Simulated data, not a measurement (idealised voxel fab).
Herein follows the process module entitled voxel ribs on slabs.
Section shown: cut. Width: 225 nm. Cell size: 5 nm, square.
Format of a cross-section: grid, square cells. Given as bands. Order: top down. Band: one or more rows of cells. A band entry consists of two parts. The first gives the height of the band's top and the height of its bottom, in nm. The rest lists the band's materials from left to right, each with its width in nm. A single material labelled with the word "everywhere" fills the band from edge to edge, and the word "air" marks empty space. Height datum 0, below which the as-received substrate wafer is one material. Lowest band open at the bottom, running downward: "from 0 down". Graded width ("30->40"): value in top row of band = first number; value in bottom row = second number; row-to-row change constant. Step marked "left unchanged"? Then no cell in the cross-section changed in it. Closed-off voids of 8+ cells (no open route to the top) go in "Enclosed void inventory", written width x height at distance from the left edge, in nm. On a step's line, text after the settings is the simulator commenting on that step. "overlay nm", when on a step's line for a step with a mask, measures how far to the right of its planned place the mask lay; a negative measure means to the left.
THIS SECTION LISTS THE PROCESS STEPS THAT WERE PLANNED
1: RECEIVE,material Si
2: DIRECTIONAL_DEP,material SiO2,thk nm 25
3: DIRECTIONAL_DEP,material SiN,thk nm 15
4: DIRECTIONAL_DEP,material aC,thk nm 15
5: PATTERN,tone cover,mask id RIB,material resist,width nm 15,thk nm 35,overlay nm 0
6: DIRECTIONAL_ETCH,etch materials aC,depth nm 15
7: STRIP,etch materials resist
8: DIRECTIONAL_ETCH,etch materials SiN,depth nm 10
9: STRIP,etch materials aC
10: MASKED_ETCH,tone cover,mask id SLAB,width nm 55,etch materials SiN,depth nm 5,overlay nm 0
11: FILL_DEP,material SiO2,thk nm 20
12: CMP,height nm 55
13: DIRECTIONAL_DEP,material TiN,thk nm 5
14: PATTERN,tone cover,mask id HEATER,material resist,width nm 25,thk nm 20,overlay nm 0
15: DIRECTIONAL_ETCH,etch materials TiN,depth nm 5
16: STRIP,etch materials resist
17: CONFORMAL_DEP,material SiN,thk nm 10
AS-RECEIVED STATE OF THE WAFER IN CROSS-SECTION, EQUIVALENT TO POST-STEP 1
* from 0 down  Si everywhere
* Enclosed void inventory: none
END STATE OF THE MODULE IN CROSS-SECTION, GIVEN THE ABOVE STARTING POINT AND PLAN AND ONE MISTAKE IN EXECUTION
* from 70 to 65  90 air | 45 SiN | 90 air
* from 65 to 60  SiN everywhere
* from 60 to 55  100 SiN | 25 TiN | 100 SiN
* from 55 to 50  SiO2 everywhere
* from 50 to 40  105 SiO2 | 15 SiN | 105 SiO2
* from 40 to 35  85 SiO2 | 55 SiN | 85 SiO2
* from 35 to 0  SiO2 everywhere
* from 0 down  Si everywhere
* Enclosed void inventory: none
So what did we get wrong on this run? heads up, step 2 didn't go per plan, it actually ran as DIRECTIONAL_DEP,material SiO2,thk nm 35
